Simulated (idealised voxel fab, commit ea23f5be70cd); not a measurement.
The process module presented herein is designated voxel ribs on slabs.
This is section cut - it's 160 nm across, gridded in 5 nm square cells.
We lay out every cross-section as a grid of square cells and spell it out in bands from the top down, where one band means one or more rows of cells. Each band's line starts with the height of the band's top and of its bottom, in nm. Then come its materials from left to right, each with its width in nm. One material with "throughout" fills the band from edge to edge. "blank" is empty space. A quick word on heights: they are counted from 0, and under that level the wafer as it came to us is one material throughout. The lowest band is different from the rest in having no bottom; it simply continues downward, written as in "0 and below". Graded width ("30 to 40"): value in top row of band = first number; value in bottom row = second number; row-to-row change constant. When a step is marked "nothing altered", none of the cells in the cross-section changed during that step. You'll see "Fully enclosed voids" listing empty spaces that have no way open to the top, as long as they're 8 cells or more; the notation is width x height at distance, where the distance is from the left edge, and all of it is in nm. On each step's line, the part that comes after the settings is the simulator's own comment on the step. overlay nm: step with mask; distance mask lay right of planned place; negative value = left of planned place. Pairs, read this way: before one process step on the one hand, after it on the other, the after cross-section ending at the lowest band that changed; the step between, settings included, beneath. Same starting wafer throughout, but possibly different runs of this module, so no pair continues from the pair above unless its entry headed "Cross-section, before" says so.

# Cross-section, before
  0 and below | Si throughout
  Fully enclosed voids: none

# Post-Step Appearance
  20 down to 0 | SiO2 throughout
  Lower than 0, everything is as it was.
  Fully enclosed voids: none
Step, before to after (see cross-sections above): op DIRECTIONAL_DEP | material SiO2 | thk nm 20

Cross-section, before: the after view from the pair directly above serves as the before view here.

# Post-Step Appearance
  45 down to 20 | polySi throughout
  Lower than 20, everything is as it was.
  Fully enclosed voids: none
Step, before to after (see cross-sections above): op DIRECTIONAL_DEP | material polySi | thk nm 25

Cross-section, before: the after view from the pair directly above serves as the before view here.

# Post-Step Appearance
  55 down to 45 | aC throughout
  Lower than 45, everything is as it was.
  Fully enclosed voids: none
Step, before to after (see cross-sections above): op DIRECTIONAL_DEP | material aC | thk nm 10

Cross-section, before: the after view from the pair directly above serves as the before view here.

# Post-Step Appearance
  80 down to 55 | 65 nm blank; 30 nm resist; 65 nm blank
  Lower than 55, everything is as it was.
  Fully enclosed voids: none
Step, before to after (see cross-sections above): op PATTERN | tone cover | mask id RIB | material resist | width nm 30 | thk nm 25 | overlay nm 0

Cross-section, before: the after view from the pair directly above serves as the before view here.

# Post-Step Appearance
  70 down to 55 | 65 nm blank; 30 nm resist; 65 nm blank
  55 down to 45 | 65 nm blank; 30 nm aC; 65 nm blank
  Lower than 45, everything is as it was.
  Fully enclosed voids: none
Step, before to after (see cross-sections above): op DIRECTIONAL_ETCH | etch materials aC | depth nm 10

Cross-section, before: the after view from the pair directly above serves as the before view here.

# Post-Step Appearance
  55 down to 45 | 65 nm blank; 30 nm aC; 65 nm blank
  Lower than 45, everything is as it was.
  Fully enclosed voids: none
Step, before to after (see cross-sections above): op STRIP | etch materials resist

Cross-section, before: the after view from the pair directly above serves as the before view here.

# Post-Step Appearance
  55 down to 45 | 65 nm blank; 30 nm aC; 65 nm blank
  45 down to 40 | 65 nm blank; 30 nm polySi; 65 nm blank
  Lower than 40, everything is as it was.
  Fully enclosed voids: none
Step, before to after (see cross-sections above): op DIRECTIONAL_ETCH | etch materials polySi | depth nm 5

Cross-section, before: the after view from the pair directly above serves as the before view here.

# Post-Step Appearance
  45 down to 40 | 65 nm blank; 30 nm polySi; 65 nm blank
  Lower than 40, everything is as it was.
  Fully enclosed voids: none
Step, before to after (see cross-sections above): op STRIP | etch materials aC

Cross-section, before: the after view from the pair directly above serves as the before view here.

# Post-Step Appearance
  60 down to 55 | 65 nm blank; 30 nm aC; 65 nm blank
  55 down to 45 | aC throughout
  45 down to 40 | 65 nm aC; 30 nm polySi; 65 nm aC
  Lower than 40, everything is as it was.
  Fully enclosed voids: none
Step, before to after (see cross-sections above): op DIRECTIONAL_DEP | material aC | thk nm 15

Cross-section, before: the after view from the pair directly above serves as the before view here.

# Post-Step Appearance
  95 down to 60 | 40 nm blank; 80 nm resist; 40 nm blank
  60 down to 55 | 40 nm blank; 25 nm resist; 30 nm aC; 25 nm resist; 40 nm blank
  Lower than 55, everything is as it was.
  Fully enclosed voids: none
Step, before to after (see cross-sections above): op PATTERN | tone cover | mask id SLAB | material resist | width nm 80 | thk nm 35 | overlay nm 0

Cross-section, before: the after view from the pair directly above serves as the before view here.

# Post-Step Appearance
  80 down to 60 | 40 nm blank; 80 nm resist; 40 nm blank
  60 down to 55 | 40 nm blank; 25 nm resist; 30 nm aC; 25 nm resist; 40 nm blank
  55 down to 45 | 40 nm blank; 80 nm aC; 40 nm blank
  45 down to 40 | 40 nm blank; 25 nm aC; 30 nm polySi; 25 nm aC; 40 nm blank
  Lower than 40, everything is as it was.
  Fully enclosed voids: none
Step, before to after (see cross-sections above): op DIRECTIONAL_ETCH | etch materials aC | depth nm 15

Cross-section, before: the after view from the pair directly above serves as the before view here.

# Post-Step Appearance
  60 down to 55 | 65 nm blank; 30 nm aC; 65 nm blank
  Lower than 55, everything is as it was.
  Fully enclosed voids: none
Step, before to after (see cross-sections above): op STRIP | etch materials resist

Cross-section, before: the after view from the pair directly above serves as the before view here.

# Post-Step Appearance
  60 down to 55 | 65 nm blank; 30 nm aC; 65 nm blank
  55 down to 45 | 40 nm blank; 80 nm aC; 40 nm blank
  45 down to 40 | 40 nm blank; 25 nm aC; 30 nm polySi; 25 nm aC; 40 nm blank
  40 down to 20 | 40 nm blank; 80 nm polySi; 40 nm blank
  Lower than 20, everything is as it was.
  Fully enclosed voids: none
Step, before to after (see cross-sections above): op DIRECTIONAL_ETCH | etch materials polySi | depth nm 20

Cross-section, before: the after view from the pair directly above serves as the before view here.

# Post-Step Appearance
  45 down to 40 | 65 nm blank; 30 nm polySi; 65 nm blank
  Lower than 40, everything is as it was.
  Fully enclosed voids: none
Step, before to after (see cross-sections above): op STRIP | etch materials aC

Cross-section, before: the after view from the pair directly above serves as the before view here.

# Post-Step Appearance
  65 down to 45 | SiO2 throughout
  45 down to 40 | 65 nm SiO2; 30 nm polySi; 65 nm SiO2
  40 down to 20 | 40 nm SiO2; 80 nm polySi; 40 nm SiO2
  Lower than 20, everything is as it was.
  Fully enclosed voids: none
Step, before to after (see cross-sections above): op FILL_DEP | material SiO2 | thk nm 20

Cross-section, before: the after view from the pair directly above serves as the before view here.

# Post-Step Appearance
  60 down to 45 | SiO2 throughout
  Lower than 45, everything is as it was.
  Fully enclosed voids: none
Step, before to after (see cross-sections above): op CMP | height nm 60

Cross-section, before: the after view from the pair directly above serves as the before view here.

# Post-Step Appearance
  70 down to 60 | W throughout
  Lower than 60, everything is as it was.
  Fully enclosed voids: none
Step, before to after (see cross-sections above): op DIRECTIONAL_DEP | material W | thk nm 10

Cross-section, before: the after view from the pair directly above serves as the before view here.

# Post-Step Appearance
  85 down to 70 | aC throughout
  Lower than 70, everything is as it was.
  Fully enclosed voids: none
Step, before to after (see cross-sections above): op DIRECTIONAL_DEP | material aC | thk nm 15

Cross-section, before: the after view from the pair directly above serves as the before view here.

# Post-Step Appearance
  115 down to 85 | 60 nm blank; 40 nm resist; 60 nm blank
  Lower than 85, everything is as it was.
  Fully enclosed voids: none
Step, before to after (see cross-sections above): op PATTERN | tone cover | mask id HEATER | material resist | width nm 40 | thk nm 30 | overlay nm 0

Cross-section, before: the after view from the pair directly above serves as the before view here.

# Post-Step Appearance
  100 down to 85 | 60 nm blank; 40 nm resist; 60 nm blank
  85 down to 70 | 60 nm blank; 40 nm aC; 60 nm blank
  Lower than 70, everything is as it was.
  Fully enclosed voids: none
Step, before to after (see cross-sections above): op DIRECTIONAL_ETCH | etch materials aC | depth nm 15

Cross-section, before: the after view from the pair directly above serves as the before view here.

# Post-Step Appearance
  85 down to 70 | 60 nm blank; 40 nm aC; 60 nm blank
  Lower than 70, everything is as it was.
  Fully enclosed voids: none
Step, before to after (see cross-sections above): op STRIP | etch materials resist

Cross-section, before: the after view from the pair directly above serves as the before view here.

# Post-Step Appearance
  85 down to 70 | 60 nm blank; 40 nm aC; 60 nm blank
  70 down to 60 | 60 nm blank; 40 nm W; 60 nm blank
  Lower than 60, everything is as it was.
  Fully enclosed voids: none
Step, before to after (see cross-sections above): op DIRECTIONAL_ETCH | etch materials W | depth nm 10

Cross-section, before: the after view from the pair directly above serves as the before view here.

# Post-Step Appearance
  70 down to 60 | 60 nm blank; 40 nm W; 60 nm blank
  Lower than 60, everything is as it was.
  Fully enclosed voids: none
Step, before to after (see cross-sections above): op STRIP | etch materials aC

Cross-section, before: the after view from the pair directly above serves as the before view here.

# Post-Step Appearance
  80 down to 70 | 50 nm blank; 60 nm SiO2; 50 nm blank
  70 down to 60 | 60 nm SiO2; 40 nm W; 60 nm SiO2
  Lower than 60, everything is as it was.
  Fully enclosed voids: none
Step, before to after (see cross-sections above): op CONFORMAL_DEP | material SiO2 | thk nm 10

# Cross-section, before
  45 down to 20 | polySi throughout
  20 down to 0 | SiO2 throughout
  0 and below | Si throughout
  Fully enclosed voids: none

# Post-Step Appearance
  70 down to 20 | polySi throughout
  Lower than 20, everything is as it was.
  Fully enclosed voids: none
Step, before to after (see cross-sections above): op DIRECTIONAL_DEP | material polySi | thk nm 25

Cross-section, before: the after view from the pair directly above serves as the before view here.

# Post-Step Appearance
  80 down to 70 | aC throughout
  Lower than 70, everything is as it was.
  Fully enclosed voids: none
Step, before to after (see cross-sections above): op DIRECTIONAL_DEP | material aC | thk nm 10

Cross-section, before: the after view from the pair directly above serves as the before view here.

# Post-Step Appearance
  105 down to 80 | 65 nm blank; 30 nm resist; 65 nm blank
  Lower than 80, everything is as it was.
  Fully enclosed voids: none
Step, before to after (see cross-sections above): op PATTERN | tone cover | mask id RIB | material resist | width nm 30 | thk nm 25 | overlay nm 0

Cross-section, before: the after view from the pair directly above serves as the before view here.

# Post-Step Appearance
  95 down to 80 | 65 nm blank; 30 nm resist; 65 nm blank
  80 down to 70 | 65 nm blank; 30 nm aC; 65 nm blank
  Lower than 70, everything is as it was.
  Fully enclosed voids: none
Step, before to after (see cross-sections above): op DIRECTIONAL_ETCH | etch materials aC | depth nm 10

Cross-section, before: the after view from the pair directly above serves as the before view here.

# Post-Step Appearance
  80 down to 70 | 65 nm blank; 30 nm aC; 65 nm blank
  Lower than 70, everything is as it was.
  Fully enclosed voids: none
Step, before to after (see cross-sections above): op STRIP | etch materials resist

Cross-section, before: the after view from the pair directly above serves as the before view here.

# Post-Step Appearance
  80 down to 70 | 65 nm blank; 30 nm aC; 65 nm blank
  70 down to 65 | 65 nm blank; 30 nm polySi; 65 nm blank
  Lower than 65, everything is as it was.
  Fully enclosed voids: none
Step, before to after (see cross-sections above): op DIRECTIONAL_ETCH | etch materials polySi | depth nm 5

Cross-section, before: the after view from the pair directly above serves as the before view here.

# Post-Step Appearance
  70 down to 65 | 65 nm blank; 30 nm polySi; 65 nm blank
  Lower than 65, everything is as it was.
  Fully enclosed voids: none
Step, before to after (see cross-sections above): op STRIP | etch materials aC

Cross-section, before: the after view from the pair directly above serves as the before view here.

# Post-Step Appearance
  85 down to 80 | 65 nm blank; 30 nm aC; 65 nm blank
  80 down to 70 | aC throughout
  70 down to 65 | 65 nm aC; 30 nm polySi; 65 nm aC
  Lower than 65, everything is as it was.
  Fully enclosed voids: none
Step, before to after (see cross-sections above): op DIRECTIONAL_DEP | material aC | thk nm 15

Cross-section, before: the after view from the pair directly above serves as the before view here.

# Post-Step Appearance
  120 down to 85 | 40 nm blank; 80 nm resist; 40 nm blank
  85 down to 80 | 40 nm blank; 25 nm resist; 30 nm aC; 25 nm resist; 40 nm blank
  Lower than 80, everything is as it was.
  Fully enclosed voids: none
Step, before to after (see cross-sections above): op PATTERN | tone cover | mask id SLAB | material resist | width nm 80 | thk nm 35 | overlay nm 0

Cross-section, before: the after view from the pair directly above serves as the before view here.

# Post-Step Appearance
  105 down to 85 | 40 nm blank; 80 nm resist; 40 nm blank
  85 down to 80 | 40 nm blank; 25 nm resist; 30 nm aC; 25 nm resist; 40 nm blank
  80 down to 70 | 40 nm blank; 80 nm aC; 40 nm blank
  70 down to 65 | 40 nm blank; 25 nm aC; 30 nm polySi; 25 nm aC; 40 nm blank
  Lower than 65, everything is as it was.
  Fully enclosed voids: none
Step, before to after (see cross-sections above): op DIRECTIONAL_ETCH | etch materials aC | depth nm 15

Cross-section, before: the after view from the pair directly above serves as the before view here.

# Post-Step Appearance
  85 down to 80 | 65 nm blank; 30 nm aC; 65 nm blank
  Lower than 80, everything is as it was.
  Fully enclosed voids: none
Step, before to after (see cross-sections above): op STRIP | etch materials resist

Cross-section, before: the after view from the pair directly above serves as the before view here.

# Post-Step Appearance
  85 down to 80 | 65 nm blank; 30 nm aC; 65 nm blank
  80 down to 70 | 40 nm blank; 80 nm aC; 40 nm blank
  70 down to 65 | 40 nm blank; 25 nm aC; 30 nm polySi; 25 nm aC; 40 nm blank
  65 down to 45 | 40 nm blank; 80 nm polySi; 40 nm blank
  Lower than 45, everything is as it was.
  Fully enclosed voids: none
Step, before to after (see cross-sections above): op DIRECTIONAL_ETCH | etch materials polySi | depth nm 20

Cross-section, before: the after view from the pair directly above serves as the before view here.

# Post-Step Appearance
  70 down to 65 | 65 nm blank; 30 nm polySi; 65 nm blank
  Lower than 65, everything is as it was.
  Fully enclosed voids: none
Step, before to after (see cross-sections above): op STRIP | etch materials aC

Cross-section, before: the after view from the pair directly above serves as the before view here.

# Post-Step Appearance
  90 down to 70 | SiO2 throughout
  70 down to 65 | 65 nm SiO2; 30 nm polySi; 65 nm SiO2
  65 down to 45 | 40 nm SiO2; 80 nm polySi; 40 nm SiO2
  Lower than 45, everything is as it was.
  Fully enclosed voids: none
Step, before to after (see cross-sections above): op FILL_DEP | material SiO2 | thk nm 20

Cross-section, before: the after view from the pair directly above serves as the before view here.

# Post-Step Appearance
  60 down to 45 | 40 nm SiO2; 80 nm polySi; 40 nm SiO2
  Lower than 45, everything is as it was.
  Fully enclosed voids: none
Step, before to after (see cross-sections above): op CMP | height nm 60

Cross-section, before: the after view from the pair directly above serves as the before view here.

# Post-Step Appearance
  70 down to 60 | W throughout
  Lower than 60, everything is as it was.
  Fully enclosed voids: none
Step, before to after (see cross-sections above): op DIRECTIONAL_DEP | material W | thk nm 10

Cross-section, before: the after view from the pair directly above serves as the before view here.

# Post-Step Appearance
  85 down to 70 | aC throughout
  Lower than 70, everything is as it was.
  Fully enclosed voids: none
Step, before to after (see cross-sections above): op DIRECTIONAL_DEP | material aC | thk nm 15

Cross-section, before: the after view from the pair directly above serves as the before view here.

# Post-Step Appearance
  115 down to 85 | 60 nm blank; 40 nm resist; 60 nm blank
  Lower than 85, everything is as it was.
  Fully enclosed voids: none
Step, before to after (see cross-sections above): op PATTERN | tone cover | mask id HEATER | material resist | width nm 40 | thk nm 30 | overlay nm 0

Cross-section, before: the after view from the pair directly above serves as the before view here.

# Post-Step Appearance
  100 down to 85 | 60 nm blank; 40 nm resist; 60 nm blank
  85 down to 70 | 60 nm blank; 40 nm aC; 60 nm blank
  Lower than 70, everything is as it was.
  Fully enclosed voids: none
Step, before to after (see cross-sections above): op DIRECTIONAL_ETCH | etch materials aC | depth nm 15

Cross-section, before: the after view from the pair directly above serves as the before view here.

# Post-Step Appearance
  85 down to 70 | 60 nm blank; 40 nm aC; 60 nm blank
  Lower than 70, everything is as it was.
  Fully enclosed voids: none
Step, before to after (see cross-sections above): op STRIP | etch materials resist

Cross-section, before: the after view from the pair directly above serves as the before view here.

# Post-Step Appearance
  85 down to 70 | 60 nm blank; 40 nm aC; 60 nm blank
  70 down to 60 | 60 nm blank; 40 nm W; 60 nm blank
  Lower than 60, everything is as it was.
  Fully enclosed voids: none
Step, before to after (see cross-sections above): op DIRECTIONAL_ETCH | etch materials W | depth nm 10

Cross-section, before: the after view from the pair directly above serves as the before view here.

# Post-Step Appearance
  70 down to 60 | 60 nm blank; 40 nm W; 60 nm blank
  Lower than 60, everything is as it was.
  Fully enclosed voids: none
Step, before to after (see cross-sections above): op STRIP | etch materials aC

Cross-section, before: the after view from the pair directly above serves as the before view here.

# Post-Step Appearance
  80 down to 70 | 50 nm blank; 60 nm SiO2; 50 nm blank
  70 down to 60 | 60 nm SiO2; 40 nm W; 60 nm SiO2
  Lower than 60, everything is as it was.
  Fully enclosed voids: none
Step, before to after (see cross-sections above): op CONFORMAL_DEP | material SiO2 | thk nm 10

# Cross-section, before
  0 and below | Si throughout
  Fully enclosed voids: none

# Post-Step Appearance
  25 down to 0 | polySi throughout
  Lower than 0, everything is as it was.
  Fully enclosed voids: none
Step, before to after (see cross-sections above): op DIRECTIONAL_DEP | material polySi | thk nm 25

Cross-section, before: the after view from the pair directly above serves as the before view here.

# Post-Step Appearance
  45 down to 25 | SiO2 throughout
  Lower than 25, everything is as it was.
  Fully enclosed voids: none
Step, before to after (see cross-sections above): op DIRECTIONAL_DEP | material SiO2 | thk nm 20

Cross-section, before: the after view from the pair directly above serves as the before view here.

# Post-Step Appearance
  55 down to 45 | aC throughout
  Lower than 45, everything is as it was.
  Fully enclosed voids: none
Step, before to after (see cross-sections above): op DIRECTIONAL_DEP | material aC | thk nm 10

Cross-section, before: the after view from the pair directly above serves as the before view here.

# Post-Step Appearance
  80 down to 55 | 65 nm blank; 30 nm resist; 65 nm blank
  Lower than 55, everything is as it was.
  Fully enclosed voids: none
Step, before to after (see cross-sections above): op PATTERN | tone cover | mask id RIB | material resist | width nm 30 | thk nm 25 | overlay nm 0

Cross-section, before: the after view from the pair directly above serves as the before view here.

# Post-Step Appearance
  70 down to 55 | 65 nm blank; 30 nm resist; 65 nm blank
  55 down to 45 | 65 nm blank; 30 nm aC; 65 nm blank
  Lower than 45, everything is as it was.
  Fully enclosed voids: none
Step, before to after (see cross-sections above): op DIRECTIONAL_ETCH | etch materials aC | depth nm 10

Cross-section, before: the after view from the pair directly above serves as the before view here.

# Post-Step Appearance
  55 down to 45 | 65 nm blank; 30 nm aC; 65 nm blank
  Lower than 45, everything is as it was.
  Fully enclosed voids: none
Step, before to after (see cross-sections above): op STRIP | etch materials resist

Cross-section, before: the after view from the pair directly above serves as the before view here.

# Post-Step Appearance
  45 down to 25 | SiO2 throughout
  Lower than 25, everything is as it was.
  Fully enclosed voids: none
Step, before to after (see cross-sections above): op STRIP | etch materials aC

Cross-section, before: the after view from the pair directly above serves as the before view here.

# Post-Step Appearance
  60 down to 45 | aC throughout
  Lower than 45, everything is as it was.
  Fully enclosed voids: none
Step, before to after (see cross-sections above): op DIRECTIONAL_DEP | material aC | thk nm 15

Cross-section, before: the after view from the pair directly above serves as the before view here.

# Post-Step Appearance
  95 down to 60 | 40 nm blank; 80 nm resist; 40 nm blank
  Lower than 60, everything is as it was.
  Fully enclosed voids: none
Step, before to after (see cross-sections above): op PATTERN | tone cover | mask id SLAB | material resist | width nm 80 | thk nm 35 | overlay nm 0

Cross-section, before: the after view from the pair directly above serves as the before view here.

# Post-Step Appearance
  80 down to 60 | 40 nm blank; 80 nm resist; 40 nm blank
  60 down to 45 | 40 nm blank; 80 nm aC; 40 nm blank
  Lower than 45, everything is as it was.
  Fully enclosed voids: none
Step, before to after (see cross-sections above): op DIRECTIONAL_ETCH | etch materials aC | depth nm 15

Cross-section, before: the after view from the pair directly above serves as the before view here.

# Post-Step Appearance
  60 down to 45 | 40 nm blank; 80 nm aC; 40 nm blank
  Lower than 45, everything is as it was.
  Fully enclosed voids: none
Step, before to after (see cross-sections above): op STRIP | etch materials resist

Cross-section, before: the after view from the pair directly above serves as the before view here.

# Post-Step Appearance
  45 down to 25 | SiO2 throughout
  Lower than 25, everything is as it was.
  Fully enclosed voids: none
Step, before to after (see cross-sections above): op STRIP | etch materials aC

Cross-section, before: the after view from the pair directly above serves as the before view here.

# Post-Step Appearance
  65 down to 25 | SiO2 throughout
  Lower than 25, everything is as it was.
  Fully enclosed voids: none
Step, before to after (see cross-sections above): op FILL_DEP | material SiO2 | thk nm 20

Cross-section, before: the after view from the pair directly above serves as the before view here.

# Post-Step Appearance
  60 down to 25 | SiO2 throughout
  Lower than 25, everything is as it was.
  Fully enclosed voids: none
Step, before to after (see cross-sections above): op CMP | height nm 60

Cross-section, before: the after view from the pair directly above serves as the before view here.

# Post-Step Appearance
  70 down to 60 | W throughout
  Lower than 60, everything is as it was.
  Fully enclosed voids: none
Step, before to after (see cross-sections above): op DIRECTIONAL_DEP | material W | thk nm 10

Cross-section, before: the after view from the pair directly above serves as the before view here.

# Post-Step Appearance
  85 down to 70 | aC throughout
  Lower than 70, everything is as it was.
  Fully enclosed voids: none
Step, before to after (see cross-sections above): op DIRECTIONAL_DEP | material aC | thk nm 15

Cross-section, before: the after view from the pair directly above serves as the before view here.

# Post-Step Appearance
  115 down to 85 | 60 nm blank; 40 nm resist; 60 nm blank
  Lower than 85, everything is as it was.
  Fully enclosed voids: none
Step, before to after (see cross-sections above): op PATTERN | tone cover | mask id HEATER | material resist | width nm 40 | thk nm 30 | overlay nm 0

Cross-section, before: the after view from the pair directly above serves as the before view here.

# Post-Step Appearance
  100 down to 85 | 60 nm blank; 40 nm resist; 60 nm blank
  85 down to 70 | 60 nm blank; 40 nm aC; 60 nm blank
  Lower than 70, everything is as it was.
  Fully enclosed voids: none
Step, before to after (see cross-sections above): op DIRECTIONAL_ETCH | etch materials aC | depth nm 15

Cross-section, before: the after view from the pair directly above serves as the before view here.

# Post-Step Appearance
  85 down to 70 | 60 nm blank; 40 nm aC; 60 nm blank
  Lower than 70, everything is as it was.
  Fully enclosed voids: none
Step, before to after (see cross-sections above): op STRIP | etch materials resist

Cross-section, before: the after view from the pair directly above serves as the before view here.

# Post-Step Appearance
  85 down to 70 | 60 nm blank; 40 nm aC; 60 nm blank
  70 down to 60 | 60 nm blank; 40 nm W; 60 nm blank
  Lower than 60, everything is as it was.
  Fully enclosed voids: none
Step, before to after (see cross-sections above): op DIRECTIONAL_ETCH | etch materials W | depth nm 10

Cross-section, before: the after view from the pair directly above serves as the before view here.

# Post-Step Appearance
  70 down to 60 | 60 nm blank; 40 nm W; 60 nm blank
  Lower than 60, everything is as it was.
  Fully enclosed voids: none
Step, before to after (see cross-sections above): op STRIP | etch materials aC

Cross-section, before: the after view from the pair directly above serves as the before view here.

# Post-Step Appearance
  80 down to 70 | 50 nm blank; 60 nm SiO2; 50 nm blank
  70 down to 60 | 60 nm SiO2; 40 nm W; 60 nm SiO2
  Lower than 60, everything is as it was.
  Fully enclosed voids: none
Step, before to after (see cross-sections above): op CONFORMAL_DEP | material SiO2 | thk nm 10

# Cross-section, before
  65 down to 45 | SiO2 throughout
  45 down to 40 | 65 nm SiO2; 30 nm polySi; 65 nm SiO2
  40 down to 20 | 40 nm SiO2; 80 nm polySi; 40 nm SiO2
  20 down to 0 | SiO2 throughout
  0 and below | Si throughout
  Fully enclosed voids: none

# Post-Step Appearance
  55 down to 45 | SiO2 throughout
  Lower than 45, everything is as it was.
  Fully enclosed voids: none
Step, before to after (see cross-sections above): op CMP | height nm 55

Cross-section, before: the after view from the pair directly above serves as the before view here.

# Post-Step Appearance
  65 down to 55 | W throughout
  Lower than 55, everything is as it was.
  Fully enclosed voids: none
Step, before to after (see cross-sections above): op DIRECTIONAL_DEP | material W | thk nm 10

Cross-section, before: the after view from the pair directly above serves as the before view here.

# Post-Step Appearance
  80 down to 65 | aC throughout
  Lower than 65, everything is as it was.
  Fully enclosed voids: none
Step, before to after (see cross-sections above): op DIRECTIONAL_DEP | material aC | thk nm 15

Cross-section, before: the after view from the pair directly above serves as the before view here.

# Post-Step Appearance
  110 down to 80 | 60 nm blank; 40 nm resist; 60 nm blank
  Lower than 80, everything is as it was.
  Fully enclosed voids: none
Step, before to after (see cross-sections above): op PATTERN | tone cover | mask id HEATER | material resist | width nm 40 | thk nm 30 | overlay nm 0

Cross-section, before: the after view from the pair directly above serves as the before view here.

# Post-Step Appearance
  95 down to 80 | 60 nm blank; 40 nm resist; 60 nm blank
  80 down to 65 | 60 nm blank; 40 nm aC; 60 nm blank
  Lower than 65, everything is as it was.
  Fully enclosed voids: none
Step, before to after (see cross-sections above): op DIRECTIONAL_ETCH | etch materials aC | depth nm 15

Cross-section, before: the after view from the pair directly above serves as the before view here.

# Post-Step Appearance
  80 down to 65 | 60 nm blank; 40 nm aC; 60 nm blank
  Lower than 65, everything is as it was.
  Fully enclosed voids: none
Step, before to after (see cross-sections above): op STRIP | etch materials resist

Cross-section, before: the after view from the pair directly above serves as the before view here.

# Post-Step Appearance
  80 down to 65 | 60 nm blank; 40 nm aC; 60 nm blank
  65 down to 55 | 60 nm blank; 40 nm W; 60 nm blank
  Lower than 55, everything is as it was.
  Fully enclosed voids: none
Step, before to after (see cross-sections above): op DIRECTIONAL_ETCH | etch materials W | depth nm 10

Cross-section, before: the after view from the pair directly above serves as the before view here.

# Post-Step Appearance
  65 down to 55 | 60 nm blank; 40 nm W; 60 nm blank
  Lower than 55, everything is as it was.
  Fully enclosed voids: none
Step, before to after (see cross-sections above): op STRIP | etch materials aC

Cross-section, before: the after view from the pair directly above serves as the before view here.

# Post-Step Appearance
  75 down to 65 | 50 nm blank; 60 nm SiO2; 50 nm blank
  65 down to 55 | 60 nm SiO2; 40 nm W; 60 nm SiO2
  Lower than 55, everything is as it was.
  Fully enclosed voids: none
Step, before to after (see cross-sections above): op CONFORMAL_DEP | material SiO2 | thk nm 10

# Cross-section, before
  85 down to 70 | aC throughout
  70 down to 60 | W throughout
  60 down to 45 | SiO2 throughout
  45 down to 40 | 65 nm SiO2; 30 nm polySi; 65 nm SiO2
  40 down to 20 | 40 nm SiO2; 80 nm polySi; 40 nm SiO2
  20 down to 0 | SiO2 throughout
  0 and below | Si throughout
  Fully enclosed voids: none

# Post-Step Appearance
  115 down to 85 | 55 nm blank; 50 nm resist; 55 nm blank
  Lower than 85, everything is as it was.
  Fully enclosed voids: none
Step, before to after (see cross-sections above): op PATTERN | tone cover | mask id HEATER | material resist | width nm 50 | thk nm 30 | overlay nm 0

Cross-section, before: the after view from the pair directly above serves as the before view here.

# Post-Step Appearance
  100 down to 85 | 55 nm blank; 50 nm resist; 55 nm blank
  85 down to 70 | 55 nm blank; 50 nm aC; 55 nm blank
  Lower than 70, everything is as it was.
  Fully enclosed voids: none
Step, before to after (see cross-sections above): op DIRECTIONAL_ETCH | etch materials aC | depth nm 15

Cross-section, before: the after view from the pair directly above serves as the before view here.

# Post-Step Appearance
  85 down to 70 | 55 nm blank; 50 nm aC; 55 nm blank
  Lower than 70, everything is as it was.
  Fully enclosed voids: none
Step, before to after (see cross-sections above): op STRIP | etch materials resist

Cross-section, before: the after view from the pair directly above serves as the before view here.

# Post-Step Appearance
  85 down to 70 | 55 nm blank; 50 nm aC; 55 nm blank
  70 down to 60 | 55 nm blank; 50 nm W; 55 nm blank
  Lower than 60, everything is as it was.
  Fully enclosed voids: none
Step, before to after (see cross-sections above): op DIRECTIONAL_ETCH | etch materials W | depth nm 10

Cross-section, before: the after view from the pair directly above serves as the before view here.

# Post-Step Appearance
  70 down to 60 | 55 nm blank; 50 nm W; 55 nm blank
  Lower than 60, everything is as it was.
  Fully enclosed voids: none
Step, before to after (see cross-sections above): op STRIP | etch materials aC

Cross-section, before: the after view from the pair directly above serves as the before view here.

# Post-Step Appearance
  80 down to 70 | 45 nm blank; 70 nm SiO2; 45 nm blank
  70 down to 60 | 55 nm SiO2; 50 nm W; 55 nm SiO2
  Lower than 60, everything is as it was.
  Fully enclosed voids: none
Step, before to after (see cross-sections above): op CONFORMAL_DEP | material SiO2 | thk nm 10

# Cross-section, before
  55 down to 45 | aC throughout
  45 down to 20 | polySi throughout
  20 down to 0 | SiO2 throughout
  0 and below | Si throughout
  Fully enclosed voids: none

# Post-Step Appearance
  80 down to 55 | 70 nm blank; 30 nm resist; 60 nm blank
  Lower than 55, everything is as it was.
  Fully enclosed voids: none
Step, before to after (see cross-sections above): op PATTERN | tone cover | mask id RIB | material resist | width nm 30 | thk nm 25 | overlay nm 5

Cross-section, before: the after view from the pair directly above serves as the before view here.

# Post-Step Appearance
  70 down to 55 | 70 nm blank; 30 nm resist; 60 nm blank
  55 down to 45 | 70 nm blank; 30 nm aC; 60 nm blank
  Lower than 45, everything is as it was.
  Fully enclosed voids: none
Step, before to after (see cross-sections above): op DIRECTIONAL_ETCH | etch materials aC | depth nm 10

Cross-section, before: the after view from the pair directly above serves as the before view here.

# Post-Step Appearance
  55 down to 45 | 70 nm blank; 30 nm aC; 60 nm blank
  Lower than 45, everything is as it was.
  Fully enclosed voids: none
Step, before to after (see cross-sections above): op STRIP | etch materials resist

Cross-section, before: the after view from the pair directly above serves as the before view here.

# Post-Step Appearance
  55 down to 45 | 70 nm blank; 30 nm aC; 60 nm blank
  45 down to 40 | 70 nm blank; 30 nm polySi; 60 nm blank
  Lower than 40, everything is as it was.
  Fully enclosed voids: none
Step, before to after (see cross-sections above): op DIRECTIONAL_ETCH | etch materials polySi | depth nm 5

Cross-section, before: the after view from the pair directly above serves as the before view here.

# Post-Step Appearance
  45 down to 40 | 70 nm blank; 30 nm polySi; 60 nm blank
  Lower than 40, everything is as it was.
  Fully enclosed voids: none
Step, before to after (see cross-sections above): op STRIP | etch materials aC

Cross-section, before: the after view from the pair directly above serves as the before view here.

# Post-Step Appearance
  60 down to 55 | 70 nm blank; 30 nm aC; 60 nm blank
  55 down to 45 | aC throughout
  45 down to 40 | 70 nm aC; 30 nm polySi; 60 nm aC
  Lower than 40, everything is as it was.
  Fully enclosed voids: none
Step, before to after (see cross-sections above): op DIRECTIONAL_DEP | material aC | thk nm 15

Cross-section, before: the after view from the pair directly above serves as the before view here.

# Post-Step Appearance
  95 down to 60 | 40 nm blank; 80 nm resist; 40 nm blank
  60 down to 55 | 40 nm blank; 30 nm resist; 30 nm aC; 20 nm resist; 40 nm blank
  Lower than 55, everything is as it was.
  Fully enclosed voids: none
Step, before to after (see cross-sections above): op PATTERN | tone cover | mask id SLAB | material resist | width nm 80 | thk nm 35 | overlay nm 0
